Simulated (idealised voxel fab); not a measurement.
process module | voxel plated lines
cross-section cut | 235 nm wide | cells 5 nm
A cross-section is a grid of square cells, given in bands from the top down. A band is one or more rows of cells.
Each band's line starts with the height of the band's top and of its bottom, in nm. Then come its materials from left to right, each with its width in nm. One material with "throughout" fills the band from edge to edge. "air" is empty space.
Height 0 is the level under which the wafer as received is all one material. The lowest band goes on downwards, as in "0 down".
A width such as "30 to 40" changes by the same amount from each row of cells to the next, from the band's top row to its bottom row.
"no change" after a step means that no cell of the cross-section changed.
closed voids: empty space of 8 cells or more with no open way to the top, each as width x height at its distance from the left edge, in nm
after a step's settings: what the simulator itself notes on the step
overlay nm, on a step with a mask: how far to the right of its planned place the mask lay; to the left if negative
plan
1 op RECEIVE | material Si
2 op CONFORMAL_DEP | material SiO2 | thk nm 15
3 op DIRECTIONAL_DEP | material TiN | thk nm 5
4 op PATTERN | tone open | mask id LINES | material resist | width nm 15 | pitch nm 35 | thk nm 35 | overlay nm 0
5 op EPI | material Ru | thk nm 5
6 op EPI | material Ru | thk nm 10
7 op EPI | material Ru | thk nm 5
8 op STRIP | etch materials resist
9 op DIRECTIONAL_ETCH | etch materials TiN | depth nm 5
10 op CONFORMAL_DEP | material SiN | thk nm 5
as received, after step 1
  0 down: Si throughout
  closed voids: none
a wafer at the end: this start, this plan, one mistake
  45 to 40: SiN throughout
  40 to 20: Ru throughout
  20 to 15: TiN throughout
  15 to 0: SiO2 throughout
  0 down: Si throughout
  closed voids: none
what went wrong: step 4 was left out
